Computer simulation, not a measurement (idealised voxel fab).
You're looking at the process module voxel self aligned contacts.
Xsec cut, 170 nm wide, square cell size 5 nm.
Throughout this document, each cross-section is represented as a grid of square cells and is presented as a sequence of bands enumerated from the top downward, where a band comprises one or more rows of cells. Read a band's entry like this: the first values are the height of its top and the height of its bottom in nm, and what follows is the sequence of materials from left to right, each with its width in nm. Note that "empty" is empty space, and that a single material marked "full width" reaches across the band from edge to edge. Heights from 0 (as-received wafer is one material below). Bottom band endless downward, as "z 0 and below". It should be noted that a width expressed as "30->40" varies in equal increments from row to row of cells within the band, taking the value of the first number at the top row and that of the second number at the bottom row. "nothing got changed" -> step changed no cross-section cell. Any empty space of 8 cells or more lacking an open way to the top shows up in "Enclosed internal cavities" as width x height at distance, distance from the left edge, in nm. after a step's settings: what the simulator itself notes on the step. Regarding "overlay nm": on a step with a mask, it is the distance the mask lay to the right of its planned place; a negative value places it to the left.

THE STEPS PLANNED FOR THE PROCESS ARE AS FOLLOWS
1. RECEIVE with material Si
2. CONFORMAL_DEP with material SiO2, thk nm 5
3. DIRECTIONAL_DEP with material polySi, thk nm 30
4. DIRECTIONAL_DEP with material SiN, thk nm 20
5. DIRECTIONAL_DEP with material aC, thk nm 10
6. PATTERN with tone cover, mask id GATE, material resist, width nm 30, pitch nm 60, thk nm 25, overlay nm 0
7. DIRECTIONAL_ETCH with etch materials aC, depth nm 10
8. STRIP with etch materials resist
9. DIRECTIONAL_ETCH with etch materials SiN, depth nm 20
10. DIRECTIONAL_ETCH with etch materials polySi, depth nm 30
11. STRIP with etch materials aC
12. CONFORMAL_DEP with material SiN, thk nm 5
13. DIRECTIONAL_ETCH with etch materials SiN, depth nm 5
14. FILL_DEP with material SiO2, thk nm 10
15. CMP with height nm 60
16. PATTERN with tone open, mask id CONTACT, material resist, width nm 40, thk nm 15, overlay nm 0
17. DIRECTIONAL_ETCH with etch materials SiO2, depth nm 60
18. STRIP with etch materials resist
19. CONFORMAL_DEP with material TiN, thk nm 5
20. FILL_DEP with material W, thk nm 5
21. CMP with height nm 60
22. CONFORMAL_DEP with material SiN, thk nm 5

OF TWO WAFERS, THE FIRST: RUN ACCORDING TO PLAN

THIS IS THE CROSS-SECTION OF THE WAFER AS WE RECEIVED IT, I.E. AFTER STEP 1
z 0 and below = Si full width
Enclosed internal cavities: none

YOU'RE LOOKING AT A CROSS-SECTION OF THE WAFER AFTER STEP 2
z 5 to 0 = SiO2 full width
Under 0: no change, same as before.

YOU'RE LOOKING AT A CROSS-SECTION OF THE WAFER AFTER STEP 3
z 35 to 5 = polySi full width
Under 5: no change, same as before.

YOU'RE LOOKING AT A CROSS-SECTION OF THE WAFER AFTER STEP 4
z 55 to 35 = SiN full width
Under 35: no change, same as before.

YOU'RE LOOKING AT A CROSS-SECTION OF THE WAFER AFTER STEP 5
z 65 to 55 = aC full width
Under 55: no change, same as before.

YOU'RE LOOKING AT A CROSS-SECTION OF THE WAFER AFTER STEP 6
z 90 to 65 = empty 40, resist 30, empty 30, resist 30, empty 40
Under 65: no change, same as before.

YOU'RE LOOKING AT A CROSS-SECTION OF THE WAFER AFTER STEP 7
z 80 to 65 = empty 40, resist 30, empty 30, resist 30, empty 40
z 65 to 55 = empty 40, aC 30, empty 30, aC 30, empty 40
Under 55: no change, same as before.

YOU'RE LOOKING AT A CROSS-SECTION OF THE WAFER AFTER STEP 8
z 65 to 55 = empty 40, aC 30, empty 30, aC 30, empty 40
Under 55: no change, same as before.

YOU'RE LOOKING AT A CROSS-SECTION OF THE WAFER AFTER STEP 9
z 65 to 55 = empty 40, aC 30, empty 30, aC 30, empty 40
z 55 to 35 = empty 40, SiN 30, empty 30, SiN 30, empty 40
Under 35: no change, same as before.

YOU'RE LOOKING AT A CROSS-SECTION OF THE WAFER AFTER STEP 10
z 65 to 55 = empty 40, aC 30, empty 30, aC 30, empty 40
z 55 to 35 = empty 40, SiN 30, empty 30, SiN 30, empty 40
z 35 to 5 = empty 40, polySi 30, empty 30, polySi 30, empty 40
Under 5: no change, same as before.

YOU'RE LOOKING AT A CROSS-SECTION OF THE WAFER AFTER STEP 11
z 55 to 35 = empty 40, SiN 30, empty 30, SiN 30, empty 40
Under 35: no change, same as before.

YOU'RE LOOKING AT A CROSS-SECTION OF THE WAFER AFTER STEP 12
z 60 to 35 = empty 35, SiN 40, empty 20, SiN 40, empty 35
z 35 to 10 = empty 35, SiN 5, polySi 30, SiN 5, empty 20, SiN 5, polySi 30, SiN 5, empty 35
z 10 to 5 = SiN 40, polySi 30, SiN 30, polySi 30, SiN 40
Under 5: no change, same as before.

YOU'RE LOOKING AT A CROSS-SECTION OF THE WAFER AFTER STEP 13
z 55 to 35 = empty 35, SiN 40, empty 20, SiN 40, empty 35
z 35 to 5 = empty 35, SiN 5, polySi 30, SiN 5, empty 20, SiN 5, polySi 30, SiN 5, empty 35
Under 5: no change, same as before.

YOU'RE LOOKING AT A CROSS-SECTION OF THE WAFER AFTER STEP 14
z 65 to 55 = SiO2 full width
z 55 to 35 = SiO2 35, SiN 40, SiO2 20, SiN 40, SiO2 35
z 35 to 5 = SiO2 35, SiN 5, polySi 30, SiN 5, SiO2 20, SiN 5, polySi 30, SiN 5, SiO2 35
Under 5: no change, same as before.

YOU'RE LOOKING AT A CROSS-SECTION OF THE WAFER AFTER STEP 15
z 60 to 55 = SiO2 full width
Under 55: no change, same as before.

YOU'RE LOOKING AT A CROSS-SECTION OF THE WAFER AFTER STEP 16
z 75 to 60 = resist 65, empty 40, resist 65
Under 60: no change, same as before.

YOU'RE LOOKING AT A CROSS-SECTION OF THE WAFER AFTER STEP 17
z 75 to 60 = resist 65, empty 40, resist 65
z 60 to 55 = SiO2 65, empty 40, SiO2 65
z 55 to 35 = SiO2 35, SiN 40, empty 20, SiN 40, SiO2 35
z 35 to 5 = SiO2 35, SiN 5, polySi 30, SiN 5, empty 20, SiN 5, polySi 30, SiN 5, SiO2 35
z 5 to 0 = SiO2 75, empty 20, SiO2 75
Under 0: no change, same as before.

YOU'RE LOOKING AT A CROSS-SECTION OF THE WAFER AFTER STEP 18
z 60 to 55 = SiO2 65, empty 40, SiO2 65
Under 55: no change, same as before.

YOU'RE LOOKING AT A CROSS-SECTION OF THE WAFER AFTER STEP 19
z 65 to 60 = TiN 70, empty 30, TiN 70
z 60 to 55 = SiO2 65, TiN 15, empty 10, TiN 15, SiO2 65
z 55 to 35 = SiO2 35, SiN 40, TiN 5, empty 10, TiN 5, SiN 40, SiO2 35
z 35 to 5 = SiO2 35, SiN 5, polySi 30, SiN 5, TiN 5, empty 10, TiN 5, SiN 5, polySi 30, SiN 5, SiO2 35
z 5 to 0 = SiO2 75, TiN 20, SiO2 75
Under 0: no change, same as before.

YOU'RE LOOKING AT A CROSS-SECTION OF THE WAFER AFTER STEP 20
z 70 to 65 = W full width
z 65 to 60 = TiN 70, W 30, TiN 70
z 60 to 55 = SiO2 65, TiN 15, W 10, TiN 15, SiO2 65
z 55 to 35 = SiO2 35, SiN 40, TiN 5, W 10, TiN 5, SiN 40, SiO2 35
z 35 to 5 = SiO2 35, SiN 5, polySi 30, SiN 5, TiN 5, W 10, TiN 5, SiN 5, polySi 30, SiN 5, SiO2 35
Under 5: no change, same as before.

YOU'RE LOOKING AT A CROSS-SECTION OF THE WAFER AFTER STEP 21
z 60 to 55 = SiO2 65, TiN 15, W 10, TiN 15, SiO2 65
Under 55: no change, same as before.

YOU'RE LOOKING AT A CROSS-SECTION OF THE WAFER AFTER STEP 22
z 65 to 60 = SiN full width
Under 60: no change, same as before.

HERE THE SECOND WAFER IS DESCRIBED. ITS START AND ITS PLAN WERE THOSE OF THE FIRST WAFER. ITS RUN CONTAINED ONE MISTAKE. UP TO AND INCLUDING STEP 11, IT DID EXACTLY WHAT THE FIRST WAFER DID

Cross-section, second wafer, at the end time the plan gives for step 12: nothing got changed

CROSS-SECTION, SECOND WAFER, AT THE END TIME THE PLAN GIVES FOR STEP 13
z 50 to 35 = empty 40, SiN 30, empty 30, SiN 30, empty 40
Under 35: no change, same as before.

CROSS-SECTION, SECOND WAFER, AT THE END TIME THE PLAN GIVES FOR STEP 14
z 60 to 50 = SiO2 full width
z 50 to 35 = SiO2 40, SiN 30, SiO2 30, SiN 30, SiO2 40
z 35 to 5 = SiO2 40, polySi 30, SiO2 30, polySi 30, SiO2 40
Under 5: no change, same as before.

Cross-section, second wafer, at the end time the plan gives for step 15: nothing got changed

CROSS-SECTION, SECOND WAFER, AT THE END TIME THE PLAN GIVES FOR STEP 16
z 75 to 60 = resist 65, empty 40, resist 65
Under 60: no change, same as before.

CROSS-SECTION, SECOND WAFER, AT THE END TIME THE PLAN GIVES FOR STEP 17
z 75 to 60 = resist 65, empty 40, resist 65
z 60 to 50 = SiO2 65, empty 40, SiO2 65
z 50 to 35 = SiO2 40, SiN 30, empty 30, SiN 30, SiO2 40
z 35 to 5 = SiO2 40, polySi 30, empty 30, polySi 30, SiO2 40
z 5 to 0 = SiO2 70, empty 30, SiO2 70
Under 0: no change, same as before.

CROSS-SECTION, SECOND WAFER, AT THE END TIME THE PLAN GIVES FOR STEP 18
z 60 to 50 = SiO2 65, empty 40, SiO2 65
Under 50: no change, same as before.

CROSS-SECTION, SECOND WAFER, AT THE END TIME THE PLAN GIVES FOR STEP 19
z 65 to 60 = TiN 70, empty 30, TiN 70
z 60 to 50 = SiO2 65, TiN 5->10, empty 30->20, TiN 5->10, SiO2 65
z 50 to 35 = SiO2 40, SiN 30, TiN 5, empty 20, TiN 5, SiN 30, SiO2 40
z 35 to 5 = SiO2 40, polySi 30, TiN 5, empty 20, TiN 5, polySi 30, SiO2 40
z 5 to 0 = SiO2 70, TiN 30, SiO2 70
Under 0: no change, same as before.

CROSS-SECTION, SECOND WAFER, AT THE END TIME THE PLAN GIVES FOR STEP 20
z 70 to 65 = W full width
z 65 to 60 = TiN 70, W 30, TiN 70
z 60 to 50 = SiO2 65, TiN 5->10, W 30->20, TiN 5->10, SiO2 65
z 50 to 35 = SiO2 40, SiN 30, TiN 5, W 20, TiN 5, SiN 30, SiO2 40
z 35 to 5 = SiO2 40, polySi 30, TiN 5, W 20, TiN 5, polySi 30, SiO2 40
Under 5: no change, same as before.

CROSS-SECTION, SECOND WAFER, AT THE END TIME THE PLAN GIVES FOR STEP 21
z 60 to 50 = SiO2 65, TiN 5->10, W 30->20, TiN 5->10, SiO2 65
Under 50: no change, same as before.

CROSS-SECTION, SECOND WAFER, AT THE END TIME THE PLAN GIVES FOR STEP 22
z 65 to 60 = SiN full width
Under 60: no change, same as before.
Run error: step 12 of the plan was excluded from execution and never run
at the end the second wafer has, in cells: SiN -52 | SiO2 +28 | W +24
